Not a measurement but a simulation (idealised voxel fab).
Documented hereafter: the process module known as voxel self aligned vias.
Each square cell in cross-section cut measures 5 nm, and the section as a whole is 205 nm wide.
Notation: cross-section as square-cell grid; stated in bands, top first, going down; one or more cell rows per band. Top height, bottom height, nm. Materials left to right, width each, nm. Single material + "all across" = fills band edge to edge. "air" = empty. Note: height 0 marks the level under which the wafer is uniformly one material as received. Lowest band unbounded below, written "0 nm and below". You'd read "30 to 40" like this: the band's top row of cells is as wide as the first number, its bottom row is as wide as the second, and going down, every row changes width by the same amount as the row before did. "identical to before" after a step means that no cell of the cross-section changed. Entry "Entrapped void list" = empty spaces >= 8 cells with no open way to the top; each as width x height at distance, distance from left edge, all nm. On each step's line, the part that comes after the settings is the simulator's own comment on the step. For masked steps, "overlay nm" on the step line gives how far right of plan the mask actually lay; a minus sign means it lay to the left.

So here's the lineup of process steps we planned:
1 RECEIVE | material Si
2 CONFORMAL_DEP | material SiO2 | thk nm 10
3 CONFORMAL_DEP | material SiCN | thk nm 5
4 DIRECTIONAL_DEP | material lowk | thk nm 20
5 PATTERN | tone open | mask id LINES | material resist | width nm 15 | pitch nm 65 | thk nm 20 | overlay nm 0
6 DIRECTIONAL_ETCH | etch materials lowk | depth nm 20
7 STRIP | etch materials resist
8 CONFORMAL_DEP | material TiN | thk nm 5
9 FILL_DEP | material Ru | thk nm 5
10 CMP | height nm 35
11 SELECTIVE_ETCH | etch materials W Ru TiN | depth nm 10
12 FILL_DEP | material SiN | thk nm 5
13 CMP | height nm 35
14 DIRECTIONAL_DEP | material lowk | thk nm 15
15 DIRECTIONAL_DEP | material aC | thk nm 10
16 PATTERN | tone open | mask id VIAS | material resist | width nm 45 | thk nm 25 | overlay nm 0
17 DIRECTIONAL_ETCH | etch materials aC | depth nm 10
18 STRIP | etch materials resist
19 DIRECTIONAL_ETCH | etch materials lowk | depth nm 15
20 DIRECTIONAL_ETCH | etch materials SiN | depth nm 10
21 STRIP | etch materials aC
22 CONFORMAL_DEP | material TiN | thk nm 5
23 FILL_DEP | material Cu | thk nm 5
24 CMP | height nm 50
25 CONFORMAL_DEP | material SiN | thk nm 5
The value of width nm given for step 5 in the plan refers to the first wafer; the wafers vary in this setting and are alike at the start.

Cross-section of the first of several received wafers, showing its state after step 1:
- 0 nm and below = Si all across
- Entrapped void list: none

Last step of the module is step 25; after it, the first of several wafers in cross-section:
- 55 nm to 50 nm = SiN all across
- 50 nm to 40 nm = lowk 45, then TiN 5, then Cu 35, then TiN 5, then lowk 115
- 40 nm to 35 nm = lowk 45, then TiN 20, then Cu 5, then TiN 20, then lowk 115
- 35 nm to 30 nm = lowk 60, then TiN 5, then Cu 5, then TiN 5, then lowk 50, then SiN 15, then lowk 65
- 30 nm to 25 nm = lowk 60, then TiN 15, then lowk 50, then SiN 15, then lowk 65
- 25 nm to 20 nm = lowk 60, then TiN 5, then Ru 5, then TiN 5, then lowk 50, then TiN 5, then Ru 5, then TiN 5, then lowk 65
- 20 nm to 15 nm = lowk 60, then TiN 15, then lowk 50, then TiN 15, then lowk 65
- 15 nm to 10 nm = SiCN all across
- 10 nm to 0 nm = SiO2 all across
- 0 nm and below = Si all across
- Entrapped void list: none

Cross-section, module end, final of several wafers:
- 55 nm to 50 nm = SiN all across
- 50 nm to 40 nm = lowk 45, then TiN 5, then Cu 35, then TiN 5, then lowk 115
- 40 nm to 35 nm = lowk 45, then TiN 10, then Cu 30, then TiN 5, then lowk 115
- 35 nm to 30 nm = lowk 50, then TiN 5, then Cu 30, then TiN 5, then lowk 25, then SiN 40, then lowk 50
- 30 nm to 25 nm = lowk 50, then TiN 40, then lowk 25, then SiN 40, then lowk 50
- 25 nm to 20 nm = lowk 50, then TiN 5, then Ru 30, then TiN 5, then lowk 25, then TiN 5, then Ru 30, then TiN 5, then lowk 50
- 20 nm to 15 nm = lowk 50, then TiN 40, then lowk 25, then TiN 40, then lowk 50
- 15 nm to 10 nm = SiCN all across
- 10 nm to 0 nm = SiO2 all across
- 0 nm and below = Si all across
- Entrapped void list: none

What follows is a table in which each wafer occupies a row; for the wafer as it stands at the close of the module, the row states, material by material, how many cells have been gained (+) or lost (-) since receipt, and then gives its closed voids:
width nm 15, +16 Cu, +2 Ru, +41 SiCN, +47 SiN, +82 SiO2, +27 TiN, +236 lowk, Entrapped void list: none
width nm 20, +18 Cu, +4 Ru, +41 SiCN, +49 SiN, +82 SiO2, +29 TiN, +228 lowk, Entrapped void list: none
width nm 25, +20 Cu, +6 Ru, +41 SiCN, +51 SiN, +82 SiO2, +31 TiN, +220 lowk, Entrapped void list: none
width nm 30, +22 Cu, +8 Ru, +41 SiCN, +53 SiN, +82 SiO2, +33 TiN, +212 lowk, Entrapped void list: none
width nm 35, +24 Cu, +10 Ru, +41 SiCN, +55 SiN, +82 SiO2, +35 TiN, +204 lowk, Entrapped void list: none
width nm 40, +26 Cu, +12 Ru, +41 SiCN, +57 SiN, +82 SiO2, +37 TiN, +196 lowk, Entrapped void list: none
